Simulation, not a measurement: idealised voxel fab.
voxel wiring stack: a process module
It is cross-section cut that appears here, measuring 140 nm in width, its square cells being 5 nm in size.
If you're reading a cross-section in this doc, picture square cells in a grid; it comes to you as bands, top ones listed first down to the bottom, and a band can be one or more rows of cells. Each band's line starts with the height of the band's top and of its bottom, in nm. Then come its materials from left to right, each with its width in nm. One material with "edge to edge" fills the band from edge to edge. "air" is empty space. A quick word on heights: they are counted from 0, and under that level the wafer as it came to us is one material throughout. The lowest band is different from the rest in having no bottom; it simply continues downward, written as in "0 and below". With a width like "30..40", each row of cells in the band differs from the next by the same amount, the top row carrying the first number and the bottom row the second. A step reported as "identical to before" is a step in which no cell of the cross-section changed. "Fully sealed voids" contains a list of empty spaces, each no smaller than 8 cells and without an open way to the top, written in the form width x height at distance with the distance from the left edge and all three in nm. Heads up: the bit after the settings on a step's line is the simulator's remark on that step. Each step line may optionally specify "overlay nm", which for a step with a mask gives the rightward distance between the mask's planned place and where it lay, a negative value indicating the leftward direction.

## Process steps foreseen in the plan
- 1: op RECEIVE | material Si
- 2: op CONFORMAL_DEP | material SiO2 | thk nm 10
- 3: op CONFORMAL_DEP | material SiCN | thk nm 5
- 4: op DIRECTIONAL_DEP | material SiO2 | thk nm 25
- 5: op MASKED_ETCH | tone open | mask id METAL_1 | width nm 20 | pitch nm 35 | etch materials SiO2 | depth nm 25 | overlay nm 0
- 6: op MASKED_ETCH | tone open | mask id METAL_1 | width nm 20 | pitch nm 35 | etch materials SiCN | depth nm 5 | overlay nm 0
- 7: op CONFORMAL_DEP | material TiN | thk nm 5
- 8: op FILL_DEP | material W | thk nm 10
- 9: op CMP | height nm 40
- 10: op EPI | material Ru | thk nm 5
- 11: op FILL_DEP | material SiCN | thk nm 5
- 12: op DIRECTIONAL_DEP | material lowk | thk nm 10
- 13: op PATTERN | tone open | mask id PLUG_1 | material resist | width nm 15 | pitch nm 70 | thk nm 20 | overlay nm 0
- 14: op DIRECTIONAL_ETCH | etch materials lowk | depth nm 10
- 15: op DIRECTIONAL_ETCH | etch materials SiCN | depth nm 5
- 16: op STRIP | etch materials resist
- 17: op CONFORMAL_DEP | material TiN | thk nm 5
- 18: op FILL_DEP | material W | thk nm 5
- 19: op CMP | height nm 60
- 20: op DIRECTIONAL_DEP | material TiN | thk nm 5
- 21: op DIRECTIONAL_DEP | material Ru | thk nm 20
- 22: op MASKED_ETCH | tone cover | mask id METAL_2 | width nm 20 | pitch nm 35 | etch materials Ru | depth nm 20 | overlay nm 0
- 23: op MASKED_ETCH | tone cover | mask id METAL_2 | width nm 20 | pitch nm 35 | etch materials TiN | depth nm 5 | overlay nm 0
- 24: op CONFORMAL_DEP | material SiN | thk nm 5
- 25: op FILL_DEP | material lowk | thk nm 10
- 26: op CMP | height nm 85
- 27: op CONFORMAL_DEP | material SiCN | thk nm 5
- 28: op DIRECTIONAL_DEP | material SiO2 | thk nm 35
- 29: op PATTERN | tone open | mask id METAL_3 | material resist | width nm 20 | pitch nm 35 | thk nm 15 | overlay nm 0
- 30: op DIRECTIONAL_ETCH | etch materials SiO2 | depth nm 20
- 31: op STRIP | etch materials resist
- 32: op PATTERN | tone open | mask id METAL_3_HOLES | material resist | width nm 15 | pitch nm 35 | thk nm 15 | overlay nm 0
- 33: op DIRECTIONAL_ETCH | etch materials SiO2 | depth nm 15
- 34: op DIRECTIONAL_ETCH | etch materials SiCN | depth nm 5
- 35: op STRIP | etch materials resist
- 36: op CONFORMAL_DEP | material TiN | thk nm 5
- 37: op FILL_DEP | material Cu | thk nm 10
- 38: op CMP | height nm 125
- 39: op CONFORMAL_DEP | material SiN | thk nm 5

## As received (post step 1): cross-section
0 and below: Si edge to edge
Fully sealed voids: none

## Wafer cross-section at module end: first of two, run to plan
130 down to 125: SiN edge to edge
125 down to 110: SiO2 (25)  TiN (5)  Cu (10)  TiN (5)  SiO2 (15)  TiN (5)  Cu (10)  TiN (5)  SiO2 (15)  TiN (5)  Cu (10)  TiN (5)  SiO2 (25)
110 down to 105: SiO2 (25)  TiN (5)  Cu (5)  TiN (10)  SiO2 (15)  TiN (5)  Cu (5)  TiN (10)  SiO2 (15)  TiN (5)  Cu (5)  TiN (10)  SiO2 (25)
105 down to 90: SiO2 (25)  TiN (5)  Cu (5)  TiN (5)  SiO2 (20)  TiN (5)  Cu (5)  TiN (5)  SiO2 (20)  TiN (5)  Cu (5)  TiN (5)  SiO2 (30)
90 down to 85: SiCN (25)  TiN (15)  SiCN (20)  TiN (15)  SiCN (20)  TiN (15)  SiCN (30)
85 down to 65: lowk (20)  SiN (5)  Ru (20)  SiN (5)  lowk (5)  SiN (5)  Ru (20)  SiN (5)  lowk (5)  SiN (5)  Ru (20)  SiN (5)  lowk (20)
65 down to 60: SiN (25)  TiN (20)  SiN (15)  TiN (20)  SiN (15)  TiN (20)  SiN (25)
60 down to 50: lowk (25)  TiN (5)  W (5)  TiN (5)  lowk (55)  TiN (5)  W (5)  TiN (5)  lowk (30)
50 down to 45: SiCN (25)  TiN (15)  SiCN (55)  TiN (15)  SiCN (30)
45 down to 40: SiCN (20)  Ru (30)  SiCN (5)  Ru (30)  SiCN (5)  Ru (30)  SiCN (20)
40 down to 15: SiO2 (25)  TiN (5)  W (10)  TiN (5)  SiO2 (15)  TiN (5)  W (10)  TiN (5)  SiO2 (15)  TiN (5)  W (10)  TiN (5)  SiO2 (25)
15 down to 10: SiCN (25)  TiN (20)  SiCN (15)  TiN (20)  SiCN (15)  TiN (20)  SiCN (25)
10 down to 0: SiO2 edge to edge
0 and below: Si edge to edge
Fully sealed voids: none

## Second of two wafers, module complete, sectioned: it shares the first wafer's start and plan but was run with one mistake
130 down to 125: SiN edge to edge
125 down to 115: Cu edge to edge
115 down to 110: TiN (30)  Cu (10)  TiN (25)  Cu (10)  TiN (25)  Cu (10)  TiN (30)
110 down to 105: SiO2 (25)  TiN (20)  SiO2 (15)  TiN (20)  SiO2 (15)  TiN (20)  SiO2 (25)
105 down to 90: SiO2 (40)  TiN (5)  SiO2 (30)  TiN (5)  SiO2 (30)  TiN (5)  SiO2 (25)
90 down to 85: SiCN (40)  TiN (5)  SiCN (30)  TiN (5)  SiCN (30)  TiN (5)  SiCN (25)
85 down to 65: lowk (20)  SiN (5)  Ru (20)  SiN (5)  lowk (5)  SiN (5)  Ru (20)  SiN (5)  lowk (5)  SiN (5)  Ru (20)  SiN (5)  lowk (20)
65 down to 60: SiN (25)  TiN (20)  SiN (15)  TiN (20)  SiN (15)  TiN (20)  SiN (25)
60 down to 50: lowk (25)  TiN (5)  W (5)  TiN (5)  lowk (55)  TiN (5)  W (5)  TiN (5)  lowk (30)
50 down to 45: SiCN (25)  TiN (15)  SiCN (55)  TiN (15)  SiCN (30)
45 down to 40: SiCN (20)  Ru (30)  SiCN (5)  Ru (30)  SiCN (5)  Ru (30)  SiCN (20)
40 down to 15: SiO2 (25)  TiN (5)  W (10)  TiN (5)  SiO2 (15)  TiN (5)  W (10)  TiN (5)  SiO2 (15)  TiN (5)  W (10)  TiN (5)  SiO2 (25)
15 down to 10: SiCN (25)  TiN (20)  SiCN (15)  TiN (20)  SiCN (15)  TiN (20)  SiCN (25)
10 down to 0: SiO2 edge to edge
0 and below: Si edge to edge
Fully sealed voids: none
What was the processing mistake? off-plan run, step 32, actual operation and settings op PATTERN | tone cover | mask id METAL_3_HOLES | material resist | width nm 15 | pitch nm 35 | thk nm 15 | overlay nm 0
Once processing is complete, comparing cell counts shows that the second wafer has more or fewer of certain materials than the first: +32 Cu | +6 SiCN | -30 SiO2 | -8 TiN
